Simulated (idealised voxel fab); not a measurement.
process module | voxel trench capacitor
cross-section cut | 285 nm wide | cells 5 nm
A cross-section is a grid of square cells, given in bands from the top down. A band is one or more rows of cells.
Each band's line starts with the height of the band's top and of its bottom, in nm. Then come its materials from left to right, each with its width in nm. One material with "throughout" fills the band from edge to edge. "air" is empty space.
Height 0 is the level under which the wafer as received is all one material. The lowest band goes on downwards, as in "0 down".
A width such as "30 to 40" changes by the same amount from each row of cells to the next, from the band's top row to its bottom row.
"no change" after a step means that no cell of the cross-section changed.
closed voids: empty space of 8 cells or more with no open way to the top, each as width x height at its distance from the left edge, in nm
after a step's settings: what the simulator itself notes on the step
overlay nm, on a step with a mask: how far to the right of its planned place the mask lay; to the left if negative
plan
1 op RECEIVE | material Si
2 op CONFORMAL_DEP | material SiN | thk nm 5
3 op DIRECTIONAL_DEP | material aC | thk nm 10
4 op PATTERN | tone open | mask id TRENCH | material resist | width nm 25 | pitch nm 40 | thk nm 30 | overlay nm 0
5 op DIRECTIONAL_ETCH | etch materials aC | depth nm 10
6 op STRIP | etch materials resist
7 op DIRECTIONAL_ETCH | etch materials SiN | depth nm 5
8 op DIRECTIONAL_ETCH | etch materials Si | depth nm 40
9 op STRIP | etch materials aC
10 op CONFORMAL_DEP | material Al2O3 | thk nm 5
11 op CONFORMAL_DEP | material TiN | thk nm 5
12 op FILL_DEP | material W | thk nm 10
13 op CMP | height nm 5
first wafer, as planned
as received, after step 1
  0 down: Si throughout
  closed voids: none
after step 2
  5 to 0: SiN throughout
  below 0: unchanged
after step 3
  15 to 5: aC throughout
  below 5: unchanged
after step 4
  45 to 15: resist 110 | air 25 | resist 15 | air 25 | resist 110
  below 15: unchanged
after step 5
  35 to 15: resist 110 | air 25 | resist 15 | air 25 | resist 110
  15 to 5: aC 110 | air 25 | aC 15 | air 25 | aC 110
  below 5: unchanged
after step 6
  15 to 5: aC 110 | air 25 | aC 15 | air 25 | aC 110
  below 5: unchanged
after step 7
  15 to 5: aC 110 | air 25 | aC 15 | air 25 | aC 110
  5 to 0: SiN 110 | air 25 | SiN 15 | air 25 | SiN 110
  below 0: unchanged
after step 8
  15 to 5: aC 110 | air 25 | aC 15 | air 25 | aC 110
  5 to 0: SiN 110 | air 25 | SiN 15 | air 25 | SiN 110
  0 to -40: Si 110 | air 25 | Si 15 | air 25 | Si 110
  below -40: unchanged
after step 9
  5 to 0: SiN 110 | air 25 | SiN 15 | air 25 | SiN 110
  below 0: unchanged
after step 10
  10 to 5: Al2O3 115 | air 15 | Al2O3 25 | air 15 | Al2O3 115
  5 to 0: SiN 110 | Al2O3 5 | air 15 | Al2O3 5 | SiN 15 | Al2O3 5 | air 15 | Al2O3 5 | SiN 110
  0 to -35: Si 110 | Al2O3 5 | air 15 | Al2O3 5 | Si 15 | Al2O3 5 | air 15 | Al2O3 5 | Si 110
  -35 to -40: Si 110 | Al2O3 25 | Si 15 | Al2O3 25 | Si 110
  below -40: unchanged
after step 11
  15 to 10: TiN 120 | air 5 | TiN 35 | air 5 | TiN 120
  10 to 5: Al2O3 115 | TiN 5 | air 5 | TiN 5 | Al2O3 25 | TiN 5 | air 5 | TiN 5 | Al2O3 115
  5 to 0: SiN 110 | Al2O3 5 | TiN 5 | air 5 | TiN 5 | Al2O3 5 | SiN 15 | Al2O3 5 | TiN 5 | air 5 | TiN 5 | Al2O3 5 | SiN 110
  0 to -30: Si 110 | Al2O3 5 | TiN 5 | air 5 | TiN 5 | Al2O3 5 | Si 15 | Al2O3 5 | TiN 5 | air 5 | TiN 5 | Al2O3 5 | Si 110
  -30 to -35: Si 110 | Al2O3 5 | TiN 15 | Al2O3 5 | Si 15 | Al2O3 5 | TiN 15 | Al2O3 5 | Si 110
  below -35: unchanged
after step 12
  25 to 15: W throughout
  15 to 10: TiN 120 | W 5 | TiN 35 | W 5 | TiN 120
  10 to 5: Al2O3 115 | TiN 5 | W 5 | TiN 5 | Al2O3 25 | TiN 5 | W 5 | TiN 5 | Al2O3 115
  5 to 0: SiN 110 | Al2O3 5 | TiN 5 | W 5 | TiN 5 | Al2O3 5 | SiN 15 | Al2O3 5 | TiN 5 | W 5 | TiN 5 | Al2O3 5 | SiN 110
  0 to -30: Si 110 | Al2O3 5 | TiN 5 | W 5 | TiN 5 | Al2O3 5 | Si 15 | Al2O3 5 | TiN 5 | W 5 | TiN 5 | Al2O3 5 | Si 110
  below -30: unchanged
after step 13
  5 to 0: SiN 110 | Al2O3 5 | TiN 5 | W 5 | TiN 5 | Al2O3 5 | SiN 15 | Al2O3 5 | TiN 5 | W 5 | TiN 5 | Al2O3 5 | SiN 110
  below 0: unchanged
second wafer: like start, like plan, one mistake. Through step 7 it matches the first wafer
when step 8 should have ended
  15 to 5: aC 110 | air 25 | aC 15 | air 25 | aC 110
  5 to 0: SiN 110 | air 25 | SiN 15 | air 25 | SiN 110
  0 to -45: Si 110 | air 25 | Si 15 | air 25 | Si 110
  below -45: unchanged
when step 9 should have ended
  5 to 0: SiN 110 | air 25 | SiN 15 | air 25 | SiN 110
  below 0: unchanged
when step 10 should have ended
  10 to 5: Al2O3 115 | air 15 | Al2O3 25 | air 15 | Al2O3 115
  5 to 0: SiN 110 | Al2O3 5 | air 15 | Al2O3 5 | SiN 15 | Al2O3 5 | air 15 | Al2O3 5 | SiN 110
  0 to -40: Si 110 | Al2O3 5 | air 15 | Al2O3 5 | Si 15 | Al2O3 5 | air 15 | Al2O3 5 | Si 110
  -40 to -45: Si 110 | Al2O3 25 | Si 15 | Al2O3 25 | Si 110
  below -45: unchanged
when step 11 should have ended
  15 to 10: TiN 120 | air 5 | TiN 35 | air 5 | TiN 120
  10 to 5: Al2O3 115 | TiN 5 | air 5 | TiN 5 | Al2O3 25 | TiN 5 | air 5 | TiN 5 | Al2O3 115
  5 to 0: SiN 110 | Al2O3 5 | TiN 5 | air 5 | TiN 5 | Al2O3 5 | SiN 15 | Al2O3 5 | TiN 5 | air 5 | TiN 5 | Al2O3 5 | SiN 110
  0 to -35: Si 110 | Al2O3 5 | TiN 5 | air 5 | TiN 5 | Al2O3 5 | Si 15 | Al2O3 5 | TiN 5 | air 5 | TiN 5 | Al2O3 5 | Si 110
  -35 to -40: Si 110 | Al2O3 5 | TiN 15 | Al2O3 5 | Si 15 | Al2O3 5 | TiN 15 | Al2O3 5 | Si 110
  below -40: unchanged
when step 12 should have ended
  25 to 15: W throughout
  15 to 10: TiN 120 | W 5 | TiN 35 | W 5 | TiN 120
  10 to 5: Al2O3 115 | TiN 5 | W 5 | TiN 5 | Al2O3 25 | TiN 5 | W 5 | TiN 5 | Al2O3 115
  5 to 0: SiN 110 | Al2O3 5 | TiN 5 | W 5 | TiN 5 | Al2O3 5 | SiN 15 | Al2O3 5 | TiN 5 | W 5 | TiN 5 | Al2O3 5 | SiN 110
  0 to -35: Si 110 | Al2O3 5 | TiN 5 | W 5 | TiN 5 | Al2O3 5 | Si 15 | Al2O3 5 | TiN 5 | W 5 | TiN 5 | Al2O3 5 | Si 110
  below -35: unchanged
when step 13 should have ended
  5 to 0: SiN 110 | Al2O3 5 | TiN 5 | W 5 | TiN 5 | Al2O3 5 | SiN 15 | Al2O3 5 | TiN 5 | W 5 | TiN 5 | Al2O3 5 | SiN 110
  below 0: unchanged
what went wrong: step 8 ran as: op DIRECTIONAL_ETCH | etch materials Si | depth nm 45
at the end the second wafer has, in cells: 4 more of Al2O3 | 10 fewer of Si | 4 more of TiN | 2 more of W
